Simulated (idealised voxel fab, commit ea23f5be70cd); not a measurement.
process module | voxel capacitor over wiring
cross-section cut | 200 nm wide | cells 5 nm
A cross-section is a grid of square cells, given in bands from the top down. A band is one or more rows of cells.
Each band's line starts with the height of the band's top and of its bottom, in nm. Then come its materials from left to right, each with its width in nm. One material with "throughout" fills the band from edge to edge. "air" is empty space.
Height 0 is the level under which the wafer as received is all one material. The lowest band goes on downwards, as in "0 down".
A width such as "30 to 40" changes by the same amount from each row of cells to the next, from the band's top row to its bottom row.
"no change" after a step means that no cell of the cross-section changed.
closed voids: empty space of 8 cells or more with no open way to the top, each as width x height at its distance from the left edge, in nm
after a step's settings: what the simulator itself notes on the step
overlay nm, on a step with a mask: how far to the right of its planned place the mask lay; to the left if negative
plan
1 op RECEIVE | material Si
2 op CONFORMAL_DEP | material SiO2 | thk nm 15
3 op DIRECTIONAL_DEP | material TiN | thk nm 5
4 op DIRECTIONAL_DEP | material Ru | thk nm 20
5 op DIRECTIONAL_DEP | material aC | thk nm 10
6 op PATTERN | tone cover | mask id METAL_1 | material resist | width nm 30 | pitch nm 100 | thk nm 25 | overlay nm 0
7 op DIRECTIONAL_ETCH | etch materials aC | depth nm 10
8 op STRIP | etch materials resist
9 op DIRECTIONAL_ETCH | etch materials Ru | depth nm 20
10 op DIRECTIONAL_ETCH | etch materials TiN | depth nm 5
11 op STRIP | etch materials aC
12 op FILL_DEP | material lowk | thk nm 10
13 op CMP | height nm 40
14 op CONFORMAL_DEP | material SiCN | thk nm 5
15 op DIRECTIONAL_DEP | material lowk | thk nm 15
16 op DIRECTIONAL_DEP | material aC | thk nm 15
17 op PATTERN | tone open | mask id PLUG_1 | material resist | width nm 15 | thk nm 35 | overlay nm 0
18 op DIRECTIONAL_ETCH | etch materials aC | depth nm 15
19 op STRIP | etch materials resist
20 op DIRECTIONAL_ETCH | etch materials lowk | depth nm 15
21 op DIRECTIONAL_ETCH | etch materials SiCN | depth nm 5
22 op STRIP | etch materials aC
23 op EPI | material Ru | thk nm 10
24 op EPI | material Ru | thk nm 10
25 op DIRECTIONAL_DEP | material TiN | thk nm 10
26 op DIRECTIONAL_DEP | material Al2O3 | thk nm 5
27 op DIRECTIONAL_DEP | material TiN | thk nm 5
28 op PATTERN | tone cover | mask id UPPER_PLATE | material resist | width nm 75 | thk nm 15 | overlay nm 0
29 op DIRECTIONAL_ETCH | etch materials TiN | depth nm 5
30 op DIRECTIONAL_ETCH | etch materials Al2O3 | depth nm 5
31 op STRIP | etch materials resist
32 op DIRECTIONAL_DEP | material aC | thk nm 10
33 op PATTERN | tone cover | mask id LOWER_PLATE | material resist | width nm 85 | thk nm 25 | overlay nm 0
34 op DIRECTIONAL_ETCH | etch materials aC | depth nm 10
35 op STRIP | etch materials resist
36 op DIRECTIONAL_ETCH | etch materials TiN | depth nm 10
37 op STRIP | etch materials aC
38 op FILL_DEP | material SiO2 | thk nm 15
39 op CMP | height nm 90
40 op DIRECTIONAL_DEP | material aC | thk nm 15
41 op PATTERN | tone open | mask id PLUG_2 | material resist | width nm 15 | thk nm 30 | overlay nm 0
42 op DIRECTIONAL_ETCH | etch materials aC | depth nm 15
43 op STRIP | etch materials resist
44 op DIRECTIONAL_ETCH | etch materials SiO2 | depth nm 10
45 op STRIP | etch materials aC
46 op CONFORMAL_DEP | material TiN | thk nm 5
47 op FILL_DEP | material Ru | thk nm 10
48 op CMP | height nm 90
49 op CONFORMAL_DEP | material SiCN | thk nm 5
as received, after step 1
  0 down: Si throughout
  closed voids: none
first wafer at the end, as planned
  95 to 90: SiCN throughout
  90 to 85: SiO2 60 | TiN 5 | Ru 5 | TiN 5 | SiO2 125
  85 to 75: SiO2 60 to 50 | TiN 15 to 75 | SiO2 125 to 75
  75 to 70: SiO2 50 | Al2O3 75 | SiO2 75
  70 to 60: SiO2 45 | TiN 85 | SiO2 70
  60 to 45: lowk 50 | Ru 15 | lowk 135
  45 to 40: SiCN 50 | Ru 15 | SiCN 135
  40 to 20: lowk 35 | Ru 30 | lowk 70 | Ru 30 | lowk 35
  20 to 15: lowk 35 | TiN 30 | lowk 70 | TiN 30 | lowk 35
  15 to 0: SiO2 throughout
  0 down: Si throughout
  closed voids: none
second wafer at the end: like start, like plan, one mistake
  95 to 90: SiCN throughout
  90 to 80: SiO2 60 to 50 | TiN 15 to 25 | SiO2 125
  80 to 75: SiO2 50 | Al2O3 20 | TiN 55 | SiO2 75
  75 to 70: SiO2 45 | TiN 25 | Al2O3 55 | SiO2 75
  70 to 65: SiO2 45 | TiN 85 | SiO2 70
  65 to 60: SiO2 45 | Ru 25 | TiN 60 | SiO2 70
  60 to 45: lowk 50 | Ru 15 | lowk 135
  45 to 40: Ru throughout
  40 to 20: lowk 35 | Ru 30 | lowk 70 | Ru 30 | lowk 35
  20 to 15: lowk 35 | TiN 30 | lowk 70 | TiN 30 | lowk 35
  15 to 0: SiO2 throughout
  0 down: Si throughout
  closed voids: none
what went wrong: step 14 ran as: op CONFORMAL_DEP | material Ru | thk nm 5
at the end the second wafer has, in cells: 41 more of Ru | 37 fewer of SiCN | 3 fewer of SiO2 | 1 fewer of TiN
